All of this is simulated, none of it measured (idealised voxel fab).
process module | voxel self aligned contacts
cross-section cut | 210 nm wide | cells 5 nm
A cross-section is a grid of square cells, given in bands from the top down. A band is one or more rows of cells.
Each band's line starts with the height of the band's top and of its bottom, in nm. Then come its materials from left to right, each with its width in nm. One material with "throughout" fills the band from edge to edge. "air" is empty space.
Height 0 is the level under which the wafer as received is all one material. The lowest band goes on downwards, as in "0 down".
A width such as "30 to 40" changes by the same amount from each row of cells to the next, from the band's top row to its bottom row.
"no change" after a step means that no cell of the cross-section changed.
closed voids: empty space of 8 cells or more with no open way to the top, each as width x height at its distance from the left edge, in nm
after a step's settings: what the simulator itself notes on the step
overlay nm, on a step with a mask: how far to the right of its planned place the mask lay; to the left if negative
plan
1 op RECEIVE | material Si
2 op OXIDIZE | depth nm 5
3 op DIRECTIONAL_DEP | material polySi | thk nm 30
4 op DIRECTIONAL_DEP | material SiN | thk nm 20
5 op MASKED_ETCH | tone cover | mask id GATE | width nm 25 | pitch nm 60 | etch materials SiN | depth nm 20 | overlay nm 0
6 op MASKED_ETCH | tone cover | mask id GATE | width nm 25 | pitch nm 60 | etch materials polySi | depth nm 30 | overlay nm 0
7 op CONFORMAL_DEP | material SiN | thk nm 10
8 op DIRECTIONAL_ETCH | etch materials SiN | depth nm 10
9 op FILL_DEP | material SiO2 | thk nm 15
10 op CMP | height nm 60
11 op MASKED_ETCH | tone open | mask id CONTACT | width nm 45 | etch materials SiO2 | depth nm 65 | overlay nm 0
12 op CONFORMAL_DEP | material TiN | thk nm 5
13 op FILL_DEP | material W | thk nm 10
14 op CMP | height nm 60
15 op CONFORMAL_DEP | material SiN | thk nm 5
as received, after step 1
  0 down: Si throughout
  closed voids: none
a wafer at the end: this start, this plan, one mistake
  65 to 60: SiN throughout
  60 to 50: SiO2 80 | TiN 5 to 20 | W 35 to 5 | TiN 5 to 20 | SiO2 85
  50 to 30: SiO2 50 | SiN 45 | TiN 5 | W 5 | TiN 5 | SiN 45 | SiO2 55
  30 to 0: SiO2 50 | SiN 10 | polySi 25 | SiN 10 | TiN 5 | W 5 | TiN 5 | SiN 10 | polySi 25 | SiN 10 | SiO2 55
  0 to -5: SiO2 95 | TiN 15 | SiO2 100
  -5 to -15: SiO2 throughout
  -15 down: Si throughout
  closed voids: none
what went wrong: step 2 ran as: op OXIDIZE | depth nm 15
